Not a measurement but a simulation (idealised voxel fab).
Name of the process module below: voxel fin reveal
190 nm wide, 5 nm square cells: that's cross-section cut.
Cross-section = grid of square cells, listed top down in bands; band = one or more rows.
Read a band's entry like this: the first values are the height of its top and the height of its bottom in nm, and what follows is the sequence of materials from left to right, each with its width in nm. Note that "air" is empty space, and that a single material marked "all across" reaches across the band from edge to edge.
Zero point of the height axis is 0; under it, received wafer = one material. Lowest band: continues down indefinitely, "0..down".
The width entry "30->40" should be interpreted row by row: the top row of cells in the band takes the first number, the bottom row takes the second number, and the change between adjacent rows is uniform throughout.
For the purposes of this document, the phrase "stayed the same" attached to a step denotes that no cell within the cross-section was modified by that step.
Each empty space that has no open way to the top and spans at least 8 cells appears under "Trapped void list" as width x height at distance, the distance counted from the left edge, all in nm.
It should be noted that, on the line of a given step, the content following the step's settings is a remark produced by the simulator itself with respect to that step.
What "overlay nm" on a step's line means: if the step has a mask, that mask lay this far to the right of its planned place, or, when the value is negative, to the left.

### Set out below are the planned steps of the process
step 1: RECEIVE [material Si]
step 2: CONFORMAL_DEP [material SiN] [thk nm 5]
step 3: PATTERN [tone cover] [mask id FINS] [material resist] [width nm 15] [pitch nm 45] [thk nm 20] [overlay nm 0]
step 4: DIRECTIONAL_ETCH [etch materials SiN] [depth nm 5]
step 5: DIRECTIONAL_ETCH [etch materials Si] [depth nm 35]
step 6: STRIP [etch materials resist]
step 7: OXIDIZE [depth nm 5]
step 8: FILL_DEP [material SiO2] [thk nm 5]
step 9: CMP [height nm 5]
step 10: SELECTIVE_ETCH [etch materials SiO2] [depth nm 15]
step 11: STRIP [etch materials SiN]
step 12: CONFORMAL_DEP [material SiO2] [thk nm 5]

### First wafer, two in total, run as planned

### Cross-section of the wafer upon arrival, representing the state reached after step 1
- 0..down  Si all across
- Trapped void list: none

### How the wafer stands in section after step 2
- 5..0  SiN all across
- For the remainder of the cross-section, below 0, there is no change.

### How the wafer stands in section after step 3
- 25..5  air=20, resist=15, air=30, resist=15, air=30, resist=15, air=30, resist=15, air=20
- For the remainder of the cross-section, below 5, there is no change.

### How the wafer stands in section after step 4
- 25..5  air=20, resist=15, air=30, resist=15, air=30, resist=15, air=30, resist=15, air=20
- 5..0  air=20, SiN=15, air=30, SiN=15, air=30, SiN=15, air=30, SiN=15, air=20
- For the remainder of the cross-section, below 0, there is no change.

### How the wafer stands in section after step 5
- 25..5  air=20, resist=15, air=30, resist=15, air=30, resist=15, air=30, resist=15, air=20
- 5..0  air=20, SiN=15, air=30, SiN=15, air=30, SiN=15, air=30, SiN=15, air=20
- 0..-35  air=20, Si=15, air=30, Si=15, air=30, Si=15, air=30, Si=15, air=20
- For the remainder of the cross-section, below -35, there is no change.

### How the wafer stands in section after step 6
- 5..0  air=20, SiN=15, air=30, SiN=15, air=30, SiN=15, air=30, SiN=15, air=20
- For the remainder of the cross-section, below 0, there is no change.

### How the wafer stands in section after step 7
- 5..0  air=20, SiN=15, air=30, SiN=15, air=30, SiN=15, air=30, SiN=15, air=20
- 0..-35  air=20, SiO2=5, Si=5, SiO2=5, air=30, SiO2=5, Si=5, SiO2=5, air=30, SiO2=5, Si=5, SiO2=5, air=30, SiO2=5, Si=5, SiO2=5, air=20
- -35..-40  SiO2=25, Si=5, SiO2=40, Si=5, SiO2=40, Si=5, SiO2=40, Si=5, SiO2=25
- For the remainder of the cross-section, below -40, there is no change.

### How the wafer stands in section after step 8
- 10..5  SiO2 all across
- 5..0  SiO2=20, SiN=15, SiO2=30, SiN=15, SiO2=30, SiN=15, SiO2=30, SiN=15, SiO2=20
- 0..-40  SiO2=25, Si=5, SiO2=40, Si=5, SiO2=40, Si=5, SiO2=40, Si=5, SiO2=25
- For the remainder of the cross-section, below -40, there is no change.

### How the wafer stands in section after step 9
- 5..0  SiO2=20, SiN=15, SiO2=30, SiN=15, SiO2=30, SiN=15, SiO2=30, SiN=15, SiO2=20
- For the remainder of the cross-section, below 0, there is no change.

### How the wafer stands in section after step 10
- 5..0  air=20, SiN=15, air=30, SiN=15, air=30, SiN=15, air=30, SiN=15, air=20
- 0..-10  air=25, Si=5, air=40, Si=5, air=40, Si=5, air=40, Si=5, air=25
- For the remainder of the cross-section, below -10, there is no change.

### How the wafer stands in section after step 11
- 0..-10  air=25, Si=5, air=40, Si=5, air=40, Si=5, air=40, Si=5, air=25
- For the remainder of the cross-section, below -10, there is no change.

### How the wafer stands in section after step 12
- 5..0  air=20, SiO2=15, air=30, SiO2=15, air=30, SiO2=15, air=30, SiO2=15, air=20
- 0..-5  air=20, SiO2=5, Si=5, SiO2=5, air=30, SiO2=5, Si=5, SiO2=5, air=30, SiO2=5, Si=5, SiO2=5, air=30, SiO2=5, Si=5, SiO2=5, air=20
- -5..-40  SiO2=25, Si=5, SiO2=40, Si=5, SiO2=40, Si=5, SiO2=40, Si=5, SiO2=25
- For the remainder of the cross-section, below -40, there is no change.

### Wafer two of the pair: same origin, same plan, one error during the run; identical to wafer one up to and including step 7

### Second wafer shown in cross-section at the time step 8 was slated to end
- 10..0  SiN all across
- 0..-35  SiN=20, SiO2=5, Si=5, SiO2=5, SiN=30, SiO2=5, Si=5, SiO2=5, SiN=30, SiO2=5, Si=5, SiO2=5, SiN=30, SiO2=5, Si=5, SiO2=5, SiN=20
- For the remainder of the cross-section, below -35, there is no change.

### Second wafer shown in cross-section at the time step 9 was slated to end
- 5..0  SiN all across
- For the remainder of the cross-section, below 0, there is no change.

Second wafer shown in cross-section at the time step 10 was slated to end: stayed the same

### Second wafer shown in cross-section at the time step 11 was slated to end
- 0..-35  air=20, SiO2=5, Si=5, SiO2=5, air=30, SiO2=5, Si=5, SiO2=5, air=30, SiO2=5, Si=5, SiO2=5, air=30, SiO2=5, Si=5, SiO2=5, air=20
- For the remainder of the cross-section, below -35, there is no change.

### Second wafer shown in cross-section at the time step 12 was slated to end
- 5..0  air=15, SiO2=25, air=20, SiO2=25, air=20, SiO2=25, air=20, SiO2=25, air=15
- 0..-30  air=15, SiO2=10, Si=5, SiO2=10, air=20, SiO2=10, Si=5, SiO2=10, air=20, SiO2=10, Si=5, SiO2=10, air=20, SiO2=10, Si=5, SiO2=10, air=15
- -30..-40  SiO2=25, Si=5, SiO2=40, Si=5, SiO2=40, Si=5, SiO2=40, Si=5, SiO2=25
- For the remainder of the cross-section, below -40, there is no change.
Heads up, the wafer didn't run the way we planned it: step 8 ran differently from the plan; actual operation with settings: FILL_DEP [material SiN] [thk nm 5]
Count the cells at the end and the second wafer has more or fewer of some materials than the first: -74 SiO2
